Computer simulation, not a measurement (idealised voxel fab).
Process module heading - voxel wiring stack
Square cell edge 5 nm, section width 280 nm, ID cut.
Reading order for cross-sections: top band down to bottom band. Underlying form: a grid of square cells. Band size: one or more rows of cells. Top, bottom (nm), then materials left to right with widths (nm); lone material tagged "edge to edge" fills the whole band edge to edge; "empty" = empty space. For the purposes of this specification, 0 denotes the height below which the wafer in its as-received condition is composed wholly of one material, and the lowermost band, lacking a lower limit, extends downward without end, as expressed in "0..down". When a width is written as two numbers, as in "30..40", the first number is the width in the top row of cells of the band and the second is the width in its bottom row, and the width changes by the same amount from each row to the next. Key: "nothing got changed" - step with no changed cell in the cross-section. Entry "closed voids" = empty spaces >= 8 cells with no open way to the top; each as width x height at distance, distance from left edge, all nm. That trailing text on a step's line, after the settings, is the simulator's own remark on the step. On any step carrying a mask, the "overlay nm" setting, if present on the step's line, tells how far right of its planned place the mask lay; negative values point to the left.

Listed below are the process steps as planned
| 1 | RECEIVE, material Si |
| 2 | CONFORMAL_DEP, material SiO2, thk nm 10 |
| 3 | DIRECTIONAL_DEP, material TiN, thk nm 5 |
| 4 | DIRECTIONAL_DEP, material W, thk nm 15 |
| 5 | MASKED_ETCH, tone cover, mask id METAL_1, width nm 20, pitch nm 40, etch materials W, depth nm 15, overlay nm 0 |
| 6 | MASKED_ETCH, tone cover, mask id METAL_1, width nm 20, pitch nm 40, etch materials TiN, depth nm 5, overlay nm 0 |
| 7 | CONFORMAL_DEP, material SiCN, thk nm 5 |
| 8 | FILL_DEP, material lowk, thk nm 5 |
| 9 | CMP, height nm 30 |
| 10 | CONFORMAL_DEP, material SiCN, thk nm 5 |
| 11 | DIRECTIONAL_DEP, material lowk, thk nm 25 |
| 12 | DIRECTIONAL_DEP, material aC, thk nm 10 |
| 13 | PATTERN, tone open, mask id METAL_2_HOLES, material resist, width nm 15, pitch nm 80, thk nm 30, overlay nm 0 |
| 14 | DIRECTIONAL_ETCH, etch materials aC, depth nm 10 |
| 15 | STRIP, etch materials resist |
| 16 | DIRECTIONAL_ETCH, etch materials lowk, depth nm 25 |
| 17 | STRIP, etch materials aC |
| 18 | PATTERN, tone open, mask id METAL_2, material resist, width nm 20, pitch nm 40, thk nm 15, overlay nm 0 |
| 19 | DIRECTIONAL_ETCH, etch materials lowk, depth nm 15 |
| 20 | DIRECTIONAL_ETCH, etch materials SiCN, depth nm 5 |
| 21 | STRIP, etch materials resist |
| 22 | CONFORMAL_DEP, material TiN, thk nm 5 |
| 23 | FILL_DEP, material Ru, thk nm 10 |
| 24 | CMP, height nm 60 |
| 25 | CONFORMAL_DEP, material SiCN, thk nm 5 |

Wafer cross-section on receipt, i.e. after step 1
  0..down: Si edge to edge
  closed voids: none

a wafer at the end: this start, this plan, one mistake
  65..60: SiCN edge to edge
  60..50: lowk 70 | TiN 5 | Ru 10 | TiN 5 | lowk 25 | TiN 5 | Ru 5 | TiN 5 | lowk 20 | TiN 5 | Ru 10 | TiN 5 | lowk 25 | TiN 5 | Ru 5 | TiN 5 | lowk 70
  50..45: lowk 70 | TiN 5 | Ru 5 | TiN 10 | lowk 25 | TiN 15 | lowk 20 | TiN 5 | Ru 5 | TiN 10 | lowk 25 | TiN 15 | lowk 70
  45..40: lowk 70 | TiN 5 | Ru 5 | TiN 5 | lowk 65 | TiN 5 | Ru 5 | TiN 5 | lowk 115
  40..35: lowk 70 | TiN 15 | lowk 65 | TiN 15 | lowk 115
  35..30: SiCN 75 | TiN 10 | SiCN 70 | TiN 10 | SiCN 115
  30..15: lowk 65 | SiCN 5 | W 20 | SiCN 5 | lowk 10 | SiCN 5 | W 20 | SiCN 5 | lowk 10 | SiCN 5 | W 20 | SiCN 5 | lowk 10 | SiCN 5 | W 20 | SiCN 5 | lowk 65
  15..10: SiCN 70 | TiN 20 | SiCN 20 | TiN 20 | SiCN 20 | TiN 20 | SiCN 20 | TiN 20 | SiCN 70
  10..0: SiO2 edge to edge
  0..down: Si edge to edge
  closed voids: none
In executing the process, a mistake was made relative to the plan: step 18 did not use the planned setting and instead ran as PATTERN, tone open, mask id METAL_2, material resist, width nm 15, pitch nm 40, thk nm 15, overlay nm 0
